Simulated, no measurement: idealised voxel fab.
process module | voxel double patterning
cross-section cut | 160 nm wide | cells 5 nm
A cross-section is a grid of square cells, given in bands from the top down. A band is one or more rows of cells.
Each band's line starts with the height of the band's top and of its bottom, in nm. Then come its materials from left to right, each with its width in nm. One material with "throughout" fills the band from edge to edge. "air" is empty space.
Height 0 is the level under which the wafer as received is all one material. The lowest band goes on downwards, as in "0 down".
A width such as "30 to 40" changes by the same amount from each row of cells to the next, from the band's top row to its bottom row.
"no change" after a step means that no cell of the cross-section changed.
closed voids: empty space of 8 cells or more with no open way to the top, each as width x height at its distance from the left edge, in nm
after a step's settings: what the simulator itself notes on the step
overlay nm, on a step with a mask: how far to the right of its planned place the mask lay; to the left if negative
plan
1 op RECEIVE | material Si
2 op CONFORMAL_DEP | material SiN | thk nm 5
3 op DIRECTIONAL_DEP | material SiO2 | thk nm 20
4 op DIRECTIONAL_DEP | material SiCN | thk nm 5
5 op DIRECTIONAL_DEP | material aC | thk nm 15
6 op PATTERN | tone open | mask id FIRST | material resist | width nm 15 | pitch nm 50 | thk nm 30 | overlay nm 0
7 op DIRECTIONAL_ETCH | etch materials aC | depth nm 15
8 op STRIP | etch materials resist
9 op DIRECTIONAL_ETCH | etch materials SiCN | depth nm 5
10 op STRIP | etch materials aC
11 op DIRECTIONAL_DEP | material aC | thk nm 10
12 op PATTERN | tone open | mask id SECOND | material resist | width nm 15 | thk nm 25 | overlay nm 0
13 op DIRECTIONAL_ETCH | etch materials aC | depth nm 10
14 op STRIP | etch materials resist
15 op DIRECTIONAL_ETCH | etch materials SiCN | depth nm 5
16 op STRIP | etch materials aC
17 op DIRECTIONAL_ETCH | etch materials SiO2 | depth nm 20
18 op STRIP | etch materials SiCN
first wafer, as planned
as received, after step 1
  0 down: Si throughout
  closed voids: none
after step 2
  5 to 0: SiN throughout
  below 0: unchanged
after step 3
  25 to 5: SiO2 throughout
  below 5: unchanged
after step 4
  30 to 25: SiCN throughout
  below 25: unchanged
after step 5
  45 to 30: aC throughout
  below 30: unchanged
after step 6
  75 to 45: resist 45 | air 15 | resist 35 | air 15 | resist 50
  below 45: unchanged
after step 7
  60 to 45: resist 45 | air 15 | resist 35 | air 15 | resist 50
  45 to 30: aC 45 | air 15 | aC 35 | air 15 | aC 50
  below 30: unchanged
after step 8
  45 to 30: aC 45 | air 15 | aC 35 | air 15 | aC 50
  below 30: unchanged
after step 9
  45 to 30: aC 45 | air 15 | aC 35 | air 15 | aC 50
  30 to 25: SiCN 45 | air 15 | SiCN 35 | air 15 | SiCN 50
  below 25: unchanged
after step 10
  30 to 25: SiCN 45 | air 15 | SiCN 35 | air 15 | SiCN 50
  below 25: unchanged
after step 11
  40 to 35: aC 45 | air 15 | aC 35 | air 15 | aC 50
  35 to 30: aC throughout
  30 to 25: SiCN 45 | aC 15 | SiCN 35 | aC 15 | SiCN 50
  below 25: unchanged
after step 12
  65 to 40: resist 70 | air 15 | resist 75
  40 to 35: aC 45 | resist 15 | aC 35 | resist 15 | aC 50
  below 35: unchanged
after step 13
  55 to 40: resist 70 | air 15 | resist 75
  40 to 35: aC 45 | resist 15 | aC 10 | air 15 | aC 10 | resist 15 | aC 50
  35 to 30: aC 70 | air 15 | aC 75
  below 30: unchanged
after step 14
  40 to 35: aC 45 | air 15 | aC 10 | air 15 | aC 10 | air 15 | aC 50
  below 35: unchanged
after step 15
  40 to 35: aC 45 | air 15 | aC 10 | air 15 | aC 10 | air 15 | aC 50
  35 to 30: aC 70 | air 15 | aC 75
  30 to 25: SiCN 45 | aC 15 | SiCN 10 | air 15 | SiCN 10 | aC 15 | SiCN 50
  below 25: unchanged
after step 16
  30 to 25: SiCN 45 | air 15 | SiCN 10 | air 15 | SiCN 10 | air 15 | SiCN 50
  below 25: unchanged
after step 17
  30 to 25: SiCN 45 | air 15 | SiCN 10 | air 15 | SiCN 10 | air 15 | SiCN 50
  25 to 5: SiO2 45 | air 15 | SiO2 10 | air 15 | SiO2 10 | air 15 | SiO2 50
  below 5: unchanged
after step 18
  25 to 5: SiO2 45 | air 15 | SiO2 10 | air 15 | SiO2 10 | air 15 | SiO2 50
  below 5: unchanged
second wafer: like start, like plan, one mistake. Through step 5 it matches the first wafer
when step 6 should have ended
  75 to 45: resist 55 | air 15 | resist 35 | air 15 | resist 40
  below 45: unchanged
when step 7 should have ended
  60 to 45: resist 55 | air 15 | resist 35 | air 15 | resist 40
  45 to 30: aC 55 | air 15 | aC 35 | air 15 | aC 40
  below 30: unchanged
when step 8 should have ended
  45 to 30: aC 55 | air 15 | aC 35 | air 15 | aC 40
  below 30: unchanged
when step 9 should have ended
  45 to 30: aC 55 | air 15 | aC 35 | air 15 | aC 40
  30 to 25: SiCN 55 | air 15 | SiCN 35 | air 15 | SiCN 40
  below 25: unchanged
when step 10 should have ended
  30 to 25: SiCN 55 | air 15 | SiCN 35 | air 15 | SiCN 40
  below 25: unchanged
when step 11 should have ended
  40 to 35: aC 55 | air 15 | aC 35 | air 15 | aC 40
  35 to 30: aC throughout
  30 to 25: SiCN 55 | aC 15 | SiCN 35 | aC 15 | SiCN 40
  below 25: unchanged
when step 12 should have ended
  65 to 40: resist 70 | air 15 | resist 75
  40 to 35: aC 55 | resist 15 | aC 35 | resist 15 | aC 40
  below 35: unchanged
when step 13 should have ended
  55 to 40: resist 70 | air 15 | resist 75
  40 to 35: aC 55 | resist 15 | air 15 | aC 20 | resist 15 | aC 40
  35 to 30: aC 70 | air 15 | aC 75
  below 30: unchanged
when step 14 should have ended
  40 to 35: aC 55 | air 30 | aC 20 | air 15 | aC 40
  below 35: unchanged
when step 15 should have ended
  40 to 35: aC 55 | air 30 | aC 20 | air 15 | aC 40
  35 to 30: aC 70 | air 15 | aC 75
  30 to 25: SiCN 55 | aC 15 | air 15 | SiCN 20 | aC 15 | SiCN 40
  below 25: unchanged
when step 16 should have ended
  30 to 25: SiCN 55 | air 30 | SiCN 20 | air 15 | SiCN 40
  below 25: unchanged
when step 17 should have ended
  30 to 25: SiCN 55 | air 30 | SiCN 20 | air 15 | SiCN 40
  25 to 5: SiO2 55 | air 30 | SiO2 20 | air 15 | SiO2 40
  below 5: unchanged
when step 18 should have ended
  25 to 5: SiO2 55 | air 30 | SiO2 20 | air 15 | SiO2 40
  below 5: unchanged
what went wrong: step 6 ran as: op PATTERN | tone open | mask id FIRST | material resist | width nm 15 | pitch nm 50 | thk nm 30 | overlay nm 10
at the end the second wafer has, in cells: as many of each material as the first, in other places
